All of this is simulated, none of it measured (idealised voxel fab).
process module | voxel transistor to metal
cross-section cut | 150 nm wide | cells 5 nm
A cross-section is a grid of square cells, given in bands from the top down. A band is one or more rows of cells.
Each band's line starts with the height of the band's top and of its bottom, in nm. Then come its materials from left to right, each with its width in nm. One material with "throughout" fills the band from edge to edge. "air" is empty space.
Height 0 is the level under which the wafer as received is all one material. The lowest band goes on downwards, as in "0 down".
A width such as "30 to 40" changes by the same amount from each row of cells to the next, from the band's top row to its bottom row.
"no change" after a step means that no cell of the cross-section changed.
closed voids: empty space of 8 cells or more with no open way to the top, each as width x height at its distance from the left edge, in nm
after a step's settings: what the simulator itself notes on the step
overlay nm, on a step with a mask: how far to the right of its planned place the mask lay; to the left if negative
plan
1 op RECEIVE | material Si
2 op OXIDIZE | depth nm 5
3 op CONFORMAL_DEP | material SiN | thk nm 10
4 op MASKED_ETCH | tone cover | mask id ACTIVE | width nm 95 | etch materials SiN | depth nm 10 | overlay nm 0
5 op MASKED_ETCH | tone cover | mask id ACTIVE | width nm 95 | etch materials SiO2 | depth nm 5 | overlay nm 0
6 op MASKED_ETCH | tone cover | mask id ACTIVE | width nm 95 | etch materials Si | depth nm 25 | overlay nm 0
7 op FILL_DEP | material SiO2 | thk nm 15
8 op CMP | height nm 10
9 op SELECTIVE_ETCH | etch materials SiO2 | depth nm 10
10 op STRIP | etch materials SiN
11 op SELECTIVE_ETCH | etch materials SiO2 | depth nm 5
12 op OXIDIZE | depth nm 5
13 op DIRECTIONAL_DEP | material polySi | thk nm 25
14 op DIRECTIONAL_DEP | material SiCN | thk nm 15
15 op PATTERN | tone cover | mask id GATE | material resist | width nm 25 | thk nm 20 | overlay nm 0
16 op DIRECTIONAL_ETCH | etch materials SiCN | depth nm 25
17 op DIRECTIONAL_ETCH | etch materials polySi | depth nm 35
18 op STRIP | etch materials resist
19 op CONFORMAL_DEP | material SiO2 | thk nm 5
20 op DIRECTIONAL_ETCH | etch materials SiO2 | depth nm 5
21 op CONFORMAL_DEP | material SiN | thk nm 5
22 op DIRECTIONAL_ETCH | etch materials SiN | depth nm 5
23 op DIRECTIONAL_ETCH | etch materials SiO2 | depth nm 5
24 op DIRECTIONAL_ETCH | etch materials Si | depth nm 10
25 op EPI | material SiGe | thk nm 10
26 op FILL_DEP | material SiO2 | thk nm 10
27 op CMP | height nm 35
28 op DIRECTIONAL_DEP | material SiO2 | thk nm 10
29 op MASKED_ETCH | tone open | mask id CONTACT | width nm 25 | pitch nm 60 | etch materials SiO2 | depth nm 55 | overlay nm 0
30 op CONFORMAL_DEP | material TiN | thk nm 5
31 op FILL_DEP | material Ru | thk nm 5
32 op CMP | height nm 45
33 op DIRECTIONAL_DEP | material TiN | thk nm 5
34 op DIRECTIONAL_DEP | material Ru | thk nm 20
35 op PATTERN | tone cover | mask id METAL_1 | material resist | width nm 15 | pitch nm 70 | thk nm 20 | overlay nm 0
36 op DIRECTIONAL_ETCH | etch materials Ru | depth nm 20
37 op DIRECTIONAL_ETCH | etch materials TiN | depth nm 5
38 op STRIP | etch materials resist
39 op CONFORMAL_DEP | material SiN | thk nm 5
40 op FILL_DEP | material SiO2 | thk nm 5
41 op CMP | height nm 70
42 op CONFORMAL_DEP | material SiN | thk nm 5
as received, after step 1
  0 down: Si throughout
  closed voids: none
a wafer at the end: this start, this plan, one mistake
  75 to 70: SiN throughout
  70 to 50: SiO2 25 | SiN 5 | Ru 15 | SiN 5 | SiO2 45 | SiN 5 | Ru 15 | SiN 5 | SiO2 30
  50 to 45: SiN 30 | TiN 15 | SiN 55 | TiN 15 | SiN 35
  45 to 35: SiO2 30 | TiN 5 | Ru 15 to 10 | TiN 5 to 10 | SiO2 35 | TiN 5 to 10 | Ru 15 to 10 | TiN 5 | SiO2 35
  35 to 25: SiO2 30 | TiN 5 | Ru 10 | TiN 5 | SiN 5 | SiO2 5 | SiCN 25 | SiO2 5 | SiN 5 | TiN 5 | Ru 10 | TiN 5 | SiO2 35
  25 to 10: SiO2 30 | TiN 5 | Ru 10 | TiN 5 | SiN 5 | SiO2 5 | polySi 25 | SiO2 5 | SiN 5 | TiN 5 | Ru 10 | TiN 5 | SiO2 35
  10 to 5: SiO2 30 | TiN 20 | SiN 5 | SiO2 5 | polySi 25 | SiO2 5 | SiN 5 | TiN 20 | SiO2 35
  5 to 0: SiO2 30 | TiN 10 | SiGe 10 | SiN 5 | SiO2 5 | polySi 25 | SiO2 5 | SiN 5 | SiGe 10 | TiN 10 | SiO2 35
  0 to -5: SiO2 20 | SiN 5 | SiO2 5 | SiGe 20 | SiO2 45 | SiGe 20 | SiO2 5 | SiN 5 | SiO2 25
  -5 to -10: SiO2 35 | SiGe 15 | Si 45 | SiGe 15 | SiO2 40
  -10 to -15: SiO2 25 | Si 10 | SiGe 15 | Si 45 | SiGe 15 | Si 10 | SiO2 30
  -15 to -30: SiO2 25 | Si 95 | SiO2 30
  -30 down: Si throughout
  closed voids: none
what went wrong: steps 10 and 11 were swapped
